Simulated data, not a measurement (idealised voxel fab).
This is a process module. Its name is voxel tone inversion.
In the cross-section labelled cut, the width is 225 nm and each square cell is 5 nm.
Square cells in a grid make up a cross-section in this document, and the grid is given as bands, listed from the top down, each one or more rows of cells.
Heights first: top, then bottom, in nm. Then materials, left to right, each with a width in nm. "full width" on a single material: fills the band edge to edge. "air": empty space.
Basically, 0 is our baseline, since under it the wafer straight out of the box is all one material. The bottom band has no lower end and keeps on going down, so it looks like "0 -> down".
Note: "30 to 40" means the width goes from the first number (top row of the band) to the second number (bottom row) in equal steps per row of cells.
Basically "identical to before" means that step didn't change any cell in the cross-section.
"Enclosed void listing" - sealed voids, min. 8 cells, no opening to top; format: width x height at distance (distance from left edge; nm throughout).
Text after the settings on a step's line: the simulator's own remark on that step.
overlay nm: where the mask lay relative to plan, measured to the right, on steps with a mask; negatives go left.
Here's what the planned process steps look like
| 1 | RECEIVE: material Si |
| 2 | CONFORMAL_DEP: material SiN, thk nm 5 |
| 3 | DIRECTIONAL_DEP: material polySi, thk nm 20 |
| 4 | PATTERN: tone cover, mask id POSTS, material resist, width nm 25, pitch nm 40, thk nm 30, overlay nm 0 |
| 5 | DIRECTIONAL_ETCH: etch materials polySi, depth nm 20 |
| 6 | STRIP: etch materials resist |
| 7 | FILL_DEP: material lowk, thk nm 10 |
| 8 | CMP: height nm 25 |
| 9 | STRIP: etch materials polySi |
Cross-section of the incoming wafer, state after step 1
- 0 -> down: Si full width
- Enclosed void listing: none
Cross-sectional view of the first of the two wafers upon completion of the module, processed in accordance with the plan
- 25 -> 5: lowk=40  air=25  lowk=15  air=25  lowk=15  air=25  lowk=15  air=25  lowk=40
- 5 -> 0: SiN full width
- 0 -> down: Si full width
- Enclosed void listing: none
This cross-section belongs to the second wafer of two at the end of the module; the start and the plan were shared with the first, and the run included one mistake
- 25 -> 5: lowk=35  air=25  lowk=15  air=25  lowk=15  air=25  lowk=15  air=25  lowk=45
- 5 -> 0: SiN full width
- 0 -> down: Si full width
- Enclosed void listing: none
The plan and the run diverged here: not per plan at step 4, really ran PATTERN: tone cover, mask id POSTS, material resist, width nm 25, pitch nm 40, thk nm 30, overlay nm -5
Heads up: at the end the two wafers have identical cell counts per material, they're just laid out differently.
